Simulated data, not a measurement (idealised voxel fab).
Proc. module: voxel gate over fins
Cross-section cut spans 215 nm and uses square cells 5 nm in size.
Cross-section spec: square-cell grid; bands listed top down; each band is one or more rows.
Heads up on the band format: heights come first, top then bottom, in nm. After that it's the materials left to right, each with its width in nm. A single material flagged "throughout" fills the whole band edge to edge, and "blank" means there's empty space there.
Height datum 0, below which the as-received substrate wafer is one material. Lowest band open at the bottom, running downward: "from 0 down".
A width given as "30..40" starts at the first number in the band's top row and ends at the second number in its bottom row, shifting by an equal amount at every step from row to row.
Basically "no change occurred" means that step didn't change any cell in the cross-section.
In "Voids lacking openings" the enclosed voids are listed, meaning empty spaces of 8 cells or larger without any opening to the top. The form is width x height at distance, distance from the left edge, units nm.
What comes after the settings on a step's line is commentary from the simulator itself on that step.
overlay nm: step with mask; distance mask lay right of planned place; negative value = left of planned place.

The steps planned for the process are as follows:
1,RECEIVE (material Si)
2,CONFORMAL_DEP (material SiN; thk nm 10)
3,MASKED_ETCH (tone cover; mask id FINS; width nm 15; pitch nm 40; etch materials SiN; depth nm 10; overlay nm 0)
4,MASKED_ETCH (tone cover; mask id FINS; width nm 15; pitch nm 40; etch materials Si; depth nm 35; overlay nm 0)
5,OXIDIZE (depth nm 5)
6,FILL_DEP (material SiO2; thk nm 5)
7,CMP (height nm 0)
8,SELECTIVE_ETCH (etch materials SiO2; depth nm 20)
9,STRIP (etch materials SiN)
10,CONFORMAL_DEP (material HfO2; thk nm 5)
11,CONFORMAL_DEP (material TiN; thk nm 5)
12,CONFORMAL_DEP (material TiAl; thk nm 5)
13,CONFORMAL_DEP (material TiN; thk nm 5)
14,FILL_DEP (material W; thk nm 10)
15,CMP (height nm 25)
16,CONFORMAL_DEP (material SiCN; thk nm 10)
Wafer-to-wafer difference: height nm, step 7. Common start. Plan = first wafer's value.

Cross-section of the first of several wafers as received (after step 1):
	from 0 down  Si throughout
	Voids lacking openings: none

Once step 16, the last step, is complete, the module is at its end; this is the cross-section of the first of several wafers:
	from 35 to 25  SiCN throughout
	from 25 to 20  W throughout
	from 20 to 15  65 nm W | 85 nm TiN | 65 nm W
	from 15 to 10  65 nm W | 5 nm TiN | 35 nm TiAl | 5 nm TiN | 35 nm TiAl | 5 nm TiN | 65 nm W
	from 10 to 5  65 nm W | 5 nm TiN | 5 nm TiAl | 25 nm TiN | 5 nm TiAl | 5 nm TiN | 5 nm TiAl | 25 nm TiN | 5 nm TiAl | 5 nm TiN | 65 nm W
	from 5 to 0  65 nm W | 5 nm TiN | 5 nm TiAl | 5 nm TiN | 15 nm HfO2 | 5 nm TiN | 5 nm TiAl | 5 nm TiN | 5 nm TiAl | 5 nm TiN | 15 nm HfO2 | 5 nm TiN | 5 nm TiAl | 5 nm TiN | 65 nm W
	from 0 to -5  70 nm TiN | 5 nm TiAl | 5 nm TiN | 5 nm HfO2 | 5 nm Si | 5 nm HfO2 | 5 nm TiN | 5 nm TiAl | 5 nm TiN | 5 nm TiAl | 5 nm TiN | 5 nm HfO2 | 5 nm Si | 5 nm HfO2 | 5 nm TiN | 5 nm TiAl | 70 nm TiN
	from -5 to -10  75 nm TiAl | 5 nm TiN | 5 nm HfO2 | 5 nm Si | 5 nm HfO2 | 5 nm TiN | 15 nm TiAl | 5 nm TiN | 5 nm HfO2 | 5 nm Si | 5 nm HfO2 | 5 nm TiN | 75 nm TiAl
	from -10 to -15  80 nm TiN | 5 nm HfO2 | 5 nm Si | 5 nm HfO2 | 25 nm TiN | 5 nm HfO2 | 5 nm Si | 5 nm HfO2 | 80 nm TiN
	from -15 to -20  85 nm HfO2 | 5 nm Si | 35 nm HfO2 | 5 nm Si | 85 nm HfO2
	from -20 to -40  85 nm SiO2 | 5 nm Si | 35 nm SiO2 | 5 nm Si | 85 nm SiO2
	from -40 down  Si throughout
	Voids lacking openings: none

last wafer at the end:
	from 35 to 25  SiCN throughout
	from 25 to 20  W throughout
	from 20 to 15  65 nm W | 85 nm TiN | 65 nm W
	from 15 to 10  70 nm TiN | 35 nm TiAl | 5 nm TiN | 35 nm TiAl | 70 nm TiN
	from 10 to 5  75 nm TiAl | 25 nm TiN | 15 nm TiAl | 25 nm TiN | 75 nm TiAl
	from 5 to 0  80 nm TiN | 15 nm HfO2 | 25 nm TiN | 15 nm HfO2 | 80 nm TiN
	from 0 to -5  85 nm HfO2 | 5 nm Si | 35 nm HfO2 | 5 nm Si | 85 nm HfO2
	from -5 to -40  85 nm SiO2 | 5 nm Si | 35 nm SiO2 | 5 nm Si | 85 nm SiO2
	from -40 down  Si throughout
	Voids lacking openings: none

Note: the following table is arranged by wafer, a row apiece. Each row reports the end-of-module state: per material, cells gained (+) or cells lost (-) compared with the wafer as received; closed voids follow:
height nm 0, +59 HfO2, -328 Si, +86 SiCN, +164 SiO2, +59 TiAl, +114 TiN, +147 W, Voids lacking openings: none
height nm 5, +55 HfO2, -328 Si, +86 SiCN, +205 SiO2, +55 TiAl, +107 TiN, +121 W, Voids lacking openings: none
height nm 10, +51 HfO2, -328 Si, +86 SiCN, +246 SiO2, +51 TiAl, +100 TiN, +95 W, Voids lacking openings: none
height nm 15, +47 HfO2, -328 Si, +86 SiCN, +287 SiO2, +47 TiAl, +93 TiN, +69 W, Voids lacking openings: none
